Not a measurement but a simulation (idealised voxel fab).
Process module in this document: voxel released beams
cross-section cut | 290 nm wide | cells 5 nm
Bands, listed from the top down, are how a cross-section gets written in this document; the cross-section itself is a grid of square cells, and a band is one or more rows of them. Look at the band entry: it leads with the top's height and the bottom's height in nm. Then it lists the materials left to right, with a width in nm for each. The word "edge to edge" on a single material says that material fills the band edge to edge. The word "blank" is empty space. Heads up on the height convention: 0 is the point under which the incoming wafer is all one material, and the lowest band has no bottom, it just keeps going down, like "z 0 and below". Top row gets the first number, bottom row gets the second, and each row in between changes by the same step: that is how a band width like "30..40" works. "no change" (step): cross-section cells unchanged, all of them. Closed-off voids of 8+ cells (no open route to the top) go in "Closed void entries", written width x height at distance from the left edge, in nm. Past the settings on a step's line: simulator remark, on that step. The optional step-line setting "overlay nm" applies to steps with a mask and quantifies how far to the right of its planned location the mask lay, a negative value indicating leftward placement.

THESE ARE THE STEPS WE PLANNED FOR THE PROCESS
| 1 | RECEIVE,material Si |
| 2 | CONFORMAL_DEP,material SiN,thk nm 10 |
| 3 | DIRECTIONAL_DEP,material SiO2,thk nm 10 |
| 4 | PATTERN,tone open,mask id ANCHOR,material resist,width nm 25,thk nm 15,overlay nm 0 |
| 5 | DIRECTIONAL_ETCH,etch materials SiO2,depth nm 10 |
| 6 | STRIP,etch materials resist |
| 7 | CONFORMAL_DEP,material W,thk nm 10 |
| 8 | PATTERN,tone cover,mask id BEAM,material resist,width nm 75,thk nm 15,overlay nm 0 |
| 9 | DIRECTIONAL_ETCH,etch materials W,depth nm 10 |
| 10 | STRIP,etch materials resist |
| 11 | STRIP,etch materials SiO2 |

FIRST OF TWO WAFERS, PROCESSED ACCORDING TO PLAN

AS RECEIVED (POST STEP 1): CROSS-SECTION
- z 0 and below = Si edge to edge
- Closed void entries: none

CROSS-SECTION OF THE WAFER AFTER STEP 2
- z 10 to 0 = SiN edge to edge
- For the remainder of the cross-section, below 0, there is no change.

CROSS-SECTION OF THE WAFER AFTER STEP 3
- z 20 to 10 = SiO2 edge to edge
- For the remainder of the cross-section, below 10, there is no change.

CROSS-SECTION OF THE WAFER AFTER STEP 4
- z 35 to 20 = resist=110, then blank=25, then resist=155
- For the remainder of the cross-section, below 20, there is no change.

CROSS-SECTION OF THE WAFER AFTER STEP 5
- z 35 to 20 = resist=110, then blank=25, then resist=155
- z 20 to 10 = SiO2=110, then blank=25, then SiO2=155
- For the remainder of the cross-section, below 10, there is no change.

CROSS-SECTION OF THE WAFER AFTER STEP 6
- z 20 to 10 = SiO2=110, then blank=25, then SiO2=155
- For the remainder of the cross-section, below 10, there is no change.

CROSS-SECTION OF THE WAFER AFTER STEP 7
- z 30 to 20 = W=120, then blank=5, then W=165
- z 20 to 10 = SiO2=110, then W=25, then SiO2=155
- For the remainder of the cross-section, below 10, there is no change.

CROSS-SECTION OF THE WAFER AFTER STEP 8
- z 45 to 30 = blank=105, then resist=75, then blank=110
- z 30 to 20 = W=120, then resist=5, then W=165
- For the remainder of the cross-section, below 20, there is no change.

CROSS-SECTION OF THE WAFER AFTER STEP 9
- z 45 to 30 = blank=105, then resist=75, then blank=110
- z 30 to 20 = blank=105, then W=15, then resist=5, then W=55, then blank=110
- For the remainder of the cross-section, below 20, there is no change.

CROSS-SECTION OF THE WAFER AFTER STEP 10
- z 30 to 20 = blank=105, then W=15, then blank=5, then W=55, then blank=110
- For the remainder of the cross-section, below 20, there is no change.

CROSS-SECTION OF THE WAFER AFTER STEP 11
- z 30 to 20 = blank=105, then W=15, then blank=5, then W=55, then blank=110
- z 20 to 10 = blank=110, then W=25, then blank=155
- For the remainder of the cross-section, below 10, there is no change.

THE SECOND WAFER WAS PREPARED FROM THE SAME STARTING POINT AND UNDER THE SAME PLAN AS THE FIRST; ITS PROCESSING CONTAINED ONE MISTAKE, AND IT REMAINS INDISTINGUISHABLE FROM THE FIRST WAFER UP TO AND INCLUDING STEP 3

CROSS-SECTION, SECOND WAFER, AT THE END TIME THE PLAN GIVES FOR STEP 4
- z 35 to 20 = blank=110, then resist=25, then blank=155
- For the remainder of the cross-section, below 20, there is no change.

CROSS-SECTION, SECOND WAFER, AT THE END TIME THE PLAN GIVES FOR STEP 5
- z 35 to 20 = blank=110, then resist=25, then blank=155
- z 20 to 10 = blank=110, then SiO2=25, then blank=155
- For the remainder of the cross-section, below 10, there is no change.

CROSS-SECTION, SECOND WAFER, AT THE END TIME THE PLAN GIVES FOR STEP 6
- z 20 to 10 = blank=110, then SiO2=25, then blank=155
- For the remainder of the cross-section, below 10, there is no change.

CROSS-SECTION, SECOND WAFER, AT THE END TIME THE PLAN GIVES FOR STEP 7
- z 30 to 20 = blank=100, then W=45, then blank=145
- z 20 to 10 = W=110, then SiO2=25, then W=155
- For the remainder of the cross-section, below 10, there is no change.

CROSS-SECTION, SECOND WAFER, AT THE END TIME THE PLAN GIVES FOR STEP 8
- z 45 to 30 = blank=105, then resist=75, then blank=110
- z 30 to 20 = blank=100, then W=45, then resist=35, then blank=110
- For the remainder of the cross-section, below 20, there is no change.

CROSS-SECTION, SECOND WAFER, AT THE END TIME THE PLAN GIVES FOR STEP 9
- z 45 to 30 = blank=105, then resist=75, then blank=110
- z 30 to 20 = blank=105, then W=40, then resist=35, then blank=110
- z 20 to 10 = blank=100, then W=10, then SiO2=25, then W=45, then blank=110
- For the remainder of the cross-section, below 10, there is no change.

CROSS-SECTION, SECOND WAFER, AT THE END TIME THE PLAN GIVES FOR STEP 10
- z 30 to 20 = blank=105, then W=40, then blank=145
- For the remainder of the cross-section, below 20, there is no change.

Cross-section, second wafer, at the end time the plan gives for step 11: no change
Misprocessing identified: step 4 was run on a setting that differed from the plan, and what really ran there is PATTERN,tone cover,mask id ANCHOR,material resist,width nm 25,thk nm 15,overlay nm 0
Final cells, second wafer relative to first, materials higher or lower: +10 SiO2
